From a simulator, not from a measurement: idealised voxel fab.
This section sets out a process module, namely voxel transistor to metal.
FYI the section here is cut, 295 nm wide, cells are 5 nm squares.
When this document writes out a cross-section, it uses a grid of square cells and lists it as bands, beginning at the top and moving down, with a band standing for one or more rows of cells.
Heights first: top, then bottom, in nm. Then materials, left to right, each with a width in nm. "edge to edge" on a single material: fills the band edge to edge. "empty": empty space.
It should be noted that heights are counted from 0, beneath which the wafer as supplied is of one material throughout, and that the lowest band possesses no lower boundary but continues downward, as written in "z 0 and below".
A width such as "30->40" changes by the same amount from each row of cells to the next, from the band's top row to its bottom row.
Where the words "nothing altered" appear for a step, the cross-section shows no cell changed by that step; every cell remained as before.
"Trapped cavities" enumerates empty spaces isolated from the top, with no open way to it, that contain at least 8 cells, giving each as width x height at distance from the left edge, all three in nm.
That trailing text on a step's line, after the settings, is the simulator's own remark on the step.
What "overlay nm" on a step's line means: if the step has a mask, that mask lay this far to the right of its planned place, or, when the value is negative, to the left.

-- Steps in the process plan
step 1: RECEIVE [material Si]
step 2: CONFORMAL_DEP [material SiO2] [thk nm 5]
step 3: CONFORMAL_DEP [material SiN] [thk nm 15]
step 4: PATTERN [tone cover] [mask id ACTIVE] [material resist] [width nm 110] [pitch nm 140] [thk nm 20] [overlay nm 0]
step 5: DIRECTIONAL_ETCH [etch materials SiN] [depth nm 15]
step 6: DIRECTIONAL_ETCH [etch materials SiO2] [depth nm 5]
step 7: DIRECTIONAL_ETCH [etch materials Si] [depth nm 35]
step 8: STRIP [etch materials resist]
step 9: OXIDIZE [depth nm 5]
step 10: FILL_DEP [material SiO2] [thk nm 15]
step 11: CMP [height nm 20]
step 12: SELECTIVE_ETCH [etch materials SiO2] [depth nm 10]
step 13: STRIP [etch materials SiN]
step 14: SELECTIVE_ETCH [etch materials SiO2] [depth nm 5]
step 15: OXIDIZE [depth nm 5]
step 16: DIRECTIONAL_DEP [material polySi] [thk nm 30]
step 17: DIRECTIONAL_DEP [material SiCN] [thk nm 15]
step 18: MASKED_ETCH [tone cover] [mask id GATE] [width nm 20] [pitch nm 140] [etch materials SiCN] [depth nm 25] [overlay nm 0]
step 19: MASKED_ETCH [tone cover] [mask id GATE] [width nm 20] [pitch nm 140] [etch materials polySi] [depth nm 40] [overlay nm 0]
step 20: CONFORMAL_DEP [material SiO2] [thk nm 5]
step 21: DIRECTIONAL_ETCH [etch materials SiO2] [depth nm 5]
step 22: CONFORMAL_DEP [material SiN] [thk nm 5]
step 23: DIRECTIONAL_ETCH [etch materials SiN] [depth nm 5]
step 24: DIRECTIONAL_ETCH [etch materials SiO2] [depth nm 5]
step 25: EPI [material nSi] [thk nm 5]
step 26: FILL_DEP [material SiO2] [thk nm 5]
step 27: CMP [height nm 45]
step 28: DIRECTIONAL_DEP [material SiO2] [thk nm 15]
step 29: PATTERN [tone open] [mask id CONTACT] [material resist] [width nm 35] [thk nm 15] [overlay nm 0]
step 30: DIRECTIONAL_ETCH [etch materials SiO2] [depth nm 60]
step 31: STRIP [etch materials resist]
step 32: CONFORMAL_DEP [material TiN] [thk nm 5]
step 33: FILL_DEP [material Ru] [thk nm 5]
step 34: CMP [height nm 60]
step 35: DIRECTIONAL_DEP [material TiN] [thk nm 5]
step 36: DIRECTIONAL_DEP [material Ru] [thk nm 15]
step 37: MASKED_ETCH [tone cover] [mask id METAL_1] [width nm 20] [etch materials Ru] [depth nm 15] [overlay nm 0]
step 38: MASKED_ETCH [tone cover] [mask id METAL_1] [width nm 20] [etch materials TiN] [depth nm 5] [overlay nm 0]
step 39: FILL_DEP [material SiO2] [thk nm 5]
step 40: CMP [height nm 80]
step 41: CONFORMAL_DEP [material SiCN] [thk nm 5]
step 42: DIRECTIONAL_DEP [material lowk] [thk nm 30]
step 43: DIRECTIONAL_DEP [material aC] [thk nm 10]
step 44: PATTERN [tone open] [mask id METAL_2] [material resist] [width nm 20] [pitch nm 140] [thk nm 30] [overlay nm 0]
step 45: DIRECTIONAL_ETCH [etch materials aC] [depth nm 10]
step 46: STRIP [etch materials resist]
step 47: DIRECTIONAL_ETCH [etch materials lowk] [depth nm 15]
step 48: STRIP [etch materials aC]
step 49: PATTERN [tone open] [mask id METAL_2_HOLES] [material resist] [width nm 15] [pitch nm 140] [thk nm 15] [overlay nm 0]
step 50: DIRECTIONAL_ETCH [etch materials lowk] [depth nm 15]
step 51: DIRECTIONAL_ETCH [etch materials SiCN] [depth nm 5]
step 52: STRIP [etch materials resist]
step 53: CONFORMAL_DEP [material TiN] [thk nm 5]
step 54: FILL_DEP [material Ru] [thk nm 10]
step 55: CMP [height nm 115]
step 56: CONFORMAL_DEP [material SiN] [thk nm 5]

-- Cross-section of the wafer as it came to us, i.e., already through step 1
- z 0 and below  Si edge to edge
- Trapped cavities: none

-- First wafer of two, sectioned at end of module; run went per plan
- z 120 to 115  SiN edge to edge
- z 115 to 105  lowk (25)  TiN (5)  Ru (10)  TiN (5)  lowk (120)  TiN (5)  Ru (10)  TiN (5)  lowk (110)
- z 105 to 100  lowk (25)  TiN (5)  Ru (5)  TiN (10)  lowk (120)  TiN (5)  Ru (5)  TiN (10)  lowk (110)
- z 100 to 85  lowk (25)  TiN (5)  Ru (5)  TiN (5)  lowk (125)  TiN (5)  Ru (5)  TiN (5)  lowk (115)
- z 85 to 80  SiCN (25)  TiN (15)  SiCN (125)  TiN (15)  SiCN (115)
- z 80 to 65  SiO2 (25)  Ru (20)  SiO2 (60)  Ru (20)  SiO2 (40)  Ru (20)  SiO2 (60)  Ru (20)  SiO2 (30)
- z 65 to 60  SiO2 (25)  TiN (20)  SiO2 (60)  TiN (20)  SiO2 (40)  TiN (20)  SiO2 (60)  TiN (20)  SiO2 (30)
- z 60 to 50  SiO2 (25)  TiN (5)  Ru (25)  TiN (5)  SiO2 (30)  TiN (5)  Ru (25)  TiN (5)  SiO2 (40)  TiN (5)  Ru (25)  TiN (5)  SiO2 (30)  TiN (5)  Ru (25)  TiN (5)  SiO2 (30)
- z 50 to 45  SiO2 (25)  TiN (5)  Ru (20)  TiN (10)  SiO2 (30)  TiN (10)  Ru (20)  TiN (5)  SiO2 (40)  TiN (5)  Ru (20)  TiN (10)  SiO2 (30)  TiN (10)  Ru (20)  TiN (5)  SiO2 (30)
- z 45 to 30  SiO2 (25)  TiN (5)  Ru (20)  TiN (5)  SiN (5)  SiO2 (5)  SiCN (20)  SiO2 (5)  SiN (5)  TiN (5)  Ru (20)  TiN (5)  SiO2 (40)  TiN (5)  Ru (20)  TiN (5)  SiN (5)  SiO2 (5)  SiCN (20)  SiO2 (5)  SiN (5)  TiN (5)  Ru (20)  TiN (5)  SiO2 (30)
- z 30 to 5  SiO2 (25)  TiN (5)  Ru (20)  TiN (5)  SiN (5)  SiO2 (5)  polySi (20)  SiO2 (5)  SiN (5)  TiN (5)  Ru (20)  TiN (5)  SiO2 (40)  TiN (5)  Ru (20)  TiN (5)  SiN (5)  SiO2 (5)  polySi (20)  SiO2 (5)  SiN (5)  TiN (5)  Ru (20)  TiN (5)  SiO2 (30)
- z 5 to 0  SiO2 (20)  SiN (5)  TiN (30)  SiN (5)  SiO2 (5)  polySi (20)  SiO2 (5)  SiN (5)  TiN (30)  SiN (5)  SiO2 (30)  SiN (5)  TiN (30)  SiN (5)  SiO2 (5)  polySi (20)  SiO2 (5)  SiN (5)  TiN (30)  SiN (5)  SiO2 (25)
- z 0 to -5  SiO2 (25)  nSi (30)  SiO2 (40)  nSi (30)  SiO2 (40)  nSi (30)  SiO2 (40)  nSi (30)  SiO2 (30)
- z -5 to -40  SiO2 (25)  Si (100)  SiO2 (40)  Si (100)  SiO2 (30)
- z -40 and below  Si edge to edge
- Trapped cavities: none

-- Cross-section, wafer two of two, end of module: same start and plan as wafer one, one error in execution
- z 135 to 130  SiN edge to edge
- z 130 to 120  Ru edge to edge
- z 120 to 115  TiN (30)  Ru (10)  TiN (130)  Ru (10)  TiN (115)
- z 115 to 105  lowk (25)  TiN (5)  Ru (10)  TiN (5)  lowk (120)  TiN (5)  Ru (10)  TiN (5)  lowk (110)
- z 105 to 100  lowk (25)  TiN (5)  Ru (5)  TiN (10)  lowk (120)  TiN (5)  Ru (5)  TiN (10)  lowk (110)
- z 100 to 85  lowk (25)  TiN (5)  Ru (5)  TiN (5)  lowk (125)  TiN (5)  Ru (5)  TiN (5)  lowk (115)
- z 85 to 80  SiCN (25)  TiN (15)  SiCN (125)  TiN (15)  SiCN (115)
- z 80 to 65  SiO2 (25)  Ru (20)  SiO2 (60)  Ru (20)  SiO2 (40)  Ru (20)  SiO2 (60)  Ru (20)  SiO2 (30)
- z 65 to 60  SiO2 (25)  TiN (20)  SiO2 (60)  TiN (20)  SiO2 (40)  TiN (20)  SiO2 (60)  TiN (20)  SiO2 (30)
- z 60 to 50  SiO2 (25)  TiN (5)  Ru (25)  TiN (5)  SiO2 (30)  TiN (5)  Ru (25)  TiN (5)  SiO2 (40)  TiN (5)  Ru (25)  TiN (5)  SiO2 (30)  TiN (5)  Ru (25)  TiN (5)  SiO2 (30)
- z 50 to 45  SiO2 (25)  TiN (5)  Ru (20)  TiN (10)  SiO2 (30)  TiN (10)  Ru (20)  TiN (5)  SiO2 (40)  TiN (5)  Ru (20)  TiN (10)  SiO2 (30)  TiN (10)  Ru (20)  TiN (5)  SiO2 (30)
- z 45 to 30  SiO2 (25)  TiN (5)  Ru (20)  TiN (5)  SiN (5)  SiO2 (5)  SiCN (20)  SiO2 (5)  SiN (5)  TiN (5)  Ru (20)  TiN (5)  SiO2 (40)  TiN (5)  Ru (20)  TiN (5)  SiN (5)  SiO2 (5)  SiCN (20)  SiO2 (5)  SiN (5)  TiN (5)  Ru (20)  TiN (5)  SiO2 (30)
- z 30 to 5  SiO2 (25)  TiN (5)  Ru (20)  TiN (5)  SiN (5)  SiO2 (5)  polySi (20)  SiO2 (5)  SiN (5)  TiN (5)  Ru (20)  TiN (5)  SiO2 (40)  TiN (5)  Ru (20)  TiN (5)  SiN (5)  SiO2 (5)  polySi (20)  SiO2 (5)  SiN (5)  TiN (5)  Ru (20)  TiN (5)  SiO2 (30)
- z 5 to 0  SiO2 (20)  SiN (5)  TiN (30)  SiN (5)  SiO2 (5)  polySi (20)  SiO2 (5)  SiN (5)  TiN (30)  SiN (5)  SiO2 (30)  SiN (5)  TiN (30)  SiN (5)  SiO2 (5)  polySi (20)  SiO2 (5)  SiN (5)  TiN (30)  SiN (5)  SiO2 (25)
- z 0 to -5  SiO2 (25)  nSi (30)  SiO2 (40)  nSi (30)  SiO2 (40)  nSi (30)  SiO2 (40)  nSi (30)  SiO2 (30)
- z -5 to -40  SiO2 (25)  Si (100)  SiO2 (40)  Si (100)  SiO2 (30)
- z -40 and below  Si edge to edge
- Trapped cavities: none
what went wrong: step 55 of the plan: omitted, not performed
Final tally in cells, some materials are higher or lower on the second wafer than on the first: +122 Ru, +55 TiN
